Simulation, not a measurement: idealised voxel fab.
This section sets out a process module, namely voxel plated lines.
215 nm wide, 5 nm square cells: that's cross-section cut.
Cross-section = grid of square cells, listed top down in bands; band = one or more rows. Each band's line starts with the height of the band's top and of its bottom, in nm. Then come its materials from left to right, each with its width in nm. One material with "full width" fills the band from edge to edge. "blank" is empty space. Height datum 0, below which the as-received substrate wafer is one material. Lowest band open at the bottom, running downward: "0 and below". Graded width ("30->40"): value in top row of band = first number; value in bottom row = second number; row-to-row change constant. No cell of the cross-section changed in a step that is given as "no change". Voids not open to the top, 8 cells minimum: see "Enclosed void catalog". Written width x height at distance; distance is from the left edge; nm. On each step's line, the part that comes after the settings is the simulator's own comment on the step. The "overlay nm" setting may appear on a step's line; for a step that uses a mask, it gives how far to the right of its planned position the mask lay, and a negative value indicates the left.
### Here's what the planned process steps look like
| 1 | RECEIVE with material Si |
| 2 | CONFORMAL_DEP with material SiN, thk nm 10 |
| 3 | DIRECTIONAL_DEP with material TiN, thk nm 5 |
| 4 | PATTERN with tone open, mask id LINES, material resist, width nm 25, pitch nm 45, thk nm 40, overlay nm 0 |
| 5 | EPI with material Ru, thk nm 10 |
| 6 | EPI with material Ru, thk nm 10 |
| 7 | EPI with material Ru, thk nm 10 |
| 8 | STRIP with etch materials resist |
| 9 | DIRECTIONAL_ETCH with etch materials TiN, depth nm 5 |
| 10 | CONFORMAL_DEP with material SiCN, thk nm 10 |
### The first wafer of two, processed as planned
### Step 1 complete: cross-section of the wafer as received
    0 and below = Si full width
    Enclosed void catalog: none
### Step 2 complete: cross-section through the wafer
    10 down to 0 = SiN full width
    No changes below 0.
### Step 3 complete: cross-section through the wafer
    15 down to 10 = TiN full width
    No changes below 10.
### Step 4 complete: cross-section through the wafer
    55 down to 15 = 50 of resist, then 25 of blank, then 20 of resist, then 25 of blank, then 20 of resist, then 25 of blank, then 50 of resist
    No changes below 15.
### Step 5 complete: cross-section through the wafer
    55 down to 25 = 50 of resist, then 25 of blank, then 20 of resist, then 25 of blank, then 20 of resist, then 25 of blank, then 50 of resist
    25 down to 15 = 50 of resist, then 25 of Ru, then 20 of resist, then 25 of Ru, then 20 of resist, then 25 of Ru, then 50 of resist
    No changes below 15.
### Step 6 complete: cross-section through the wafer
    55 down to 35 = 50 of resist, then 25 of blank, then 20 of resist, then 25 of blank, then 20 of resist, then 25 of blank, then 50 of resist
    35 down to 15 = 50 of resist, then 25 of Ru, then 20 of resist, then 25 of Ru, then 20 of resist, then 25 of Ru, then 50 of resist
    No changes below 15.
### Step 7 complete: cross-section through the wafer
    55 down to 45 = 50 of resist, then 25 of blank, then 20 of resist, then 25 of blank, then 20 of resist, then 25 of blank, then 50 of resist
    45 down to 15 = 50 of resist, then 25 of Ru, then 20 of resist, then 25 of Ru, then 20 of resist, then 25 of Ru, then 50 of resist
    No changes below 15.
### Step 8 complete: cross-section through the wafer
    45 down to 15 = 50 of blank, then 25 of Ru, then 20 of blank, then 25 of Ru, then 20 of blank, then 25 of Ru, then 50 of blank
    No changes below 15.
### Step 9 complete: cross-section through the wafer
    45 down to 15 = 50 of blank, then 25 of Ru, then 20 of blank, then 25 of Ru, then 20 of blank, then 25 of Ru, then 50 of blank
    15 down to 10 = 50 of blank, then 25 of TiN, then 20 of blank, then 25 of TiN, then 20 of blank, then 25 of TiN, then 50 of blank
    No changes below 10.
### Step 10 complete: cross-section through the wafer
    55 down to 45 = 40 of blank, then 135 of SiCN, then 40 of blank
    45 down to 20 = 40 of blank, then 10 of SiCN, then 25 of Ru, then 20 of SiCN, then 25 of Ru, then 20 of SiCN, then 25 of Ru, then 10 of SiCN, then 40 of blank
    20 down to 15 = 50 of SiCN, then 25 of Ru, then 20 of SiCN, then 25 of Ru, then 20 of SiCN, then 25 of Ru, then 50 of SiCN
    15 down to 10 = 50 of SiCN, then 25 of TiN, then 20 of SiCN, then 25 of TiN, then 20 of SiCN, then 25 of TiN, then 50 of SiCN
    No changes below 10.
### Now the other wafer: same start, same recipe, but we messed up one thing when running it. Up to and including step 2 it's the same as the first one
### Second wafer shown in cross-section at the time step 3 was slated to end
    25 down to 10 = TiN full width
    No changes below 10.
### Second wafer shown in cross-section at the time step 4 was slated to end
    65 down to 25 = 50 of resist, then 25 of blank, then 20 of resist, then 25 of blank, then 20 of resist, then 25 of blank, then 50 of resist
    No changes below 25.
### Second wafer shown in cross-section at the time step 5 was slated to end
    65 down to 35 = 50 of resist, then 25 of blank, then 20 of resist, then 25 of blank, then 20 of resist, then 25 of blank, then 50 of resist
    35 down to 25 = 50 of resist, then 25 of Ru, then 20 of resist, then 25 of Ru, then 20 of resist, then 25 of Ru, then 50 of resist
    No changes below 25.
### Second wafer shown in cross-section at the time step 6 was slated to end
    65 down to 45 = 50 of resist, then 25 of blank, then 20 of resist, then 25 of blank, then 20 of resist, then 25 of blank, then 50 of resist
    45 down to 25 = 50 of resist, then 25 of Ru, then 20 of resist, then 25 of Ru, then 20 of resist, then 25 of Ru, then 50 of resist
    No changes below 25.
### Second wafer shown in cross-section at the time step 7 was slated to end
    65 down to 55 = 50 of resist, then 25 of blank, then 20 of resist, then 25 of blank, then 20 of resist, then 25 of blank, then 50 of resist
    55 down to 25 = 50 of resist, then 25 of Ru, then 20 of resist, then 25 of Ru, then 20 of resist, then 25 of Ru, then 50 of resist
    No changes below 25.
### Second wafer shown in cross-section at the time step 8 was slated to end
    55 down to 25 = 50 of blank, then 25 of Ru, then 20 of blank, then 25 of Ru, then 20 of blank, then 25 of Ru, then 50 of blank
    No changes below 25.
### Second wafer shown in cross-section at the time step 9 was slated to end
    55 down to 25 = 50 of blank, then 25 of Ru, then 20 of blank, then 25 of Ru, then 20 of blank, then 25 of Ru, then 50 of blank
    25 down to 20 = 50 of blank, then 25 of TiN, then 20 of blank, then 25 of TiN, then 20 of blank, then 25 of TiN, then 50 of blank
    No changes below 20.
### Second wafer shown in cross-section at the time step 10 was slated to end
    65 down to 55 = 40 of blank, then 135 of SiCN, then 40 of blank
    55 down to 30 = 40 of blank, then 10 of SiCN, then 25 of Ru, then 20 of SiCN, then 25 of Ru, then 20 of SiCN, then 25 of Ru, then 10 of SiCN, then 40 of blank
    30 down to 25 = 50 of SiCN, then 25 of Ru, then 20 of SiCN, then 25 of Ru, then 20 of SiCN, then 25 of Ru, then 50 of SiCN
    25 down to 20 = 50 of SiCN, then 25 of TiN, then 20 of SiCN, then 25 of TiN, then 20 of SiCN, then 25 of TiN, then 50 of SiCN
    No changes below 20.
Run error: the process deviated at step 3: the operation and settings actually run there were DIRECTIONAL_DEP with material TiN, thk nm 15
FYI, end of process, the second wafer has more or fewer cells of some materials than the first: +86 TiN
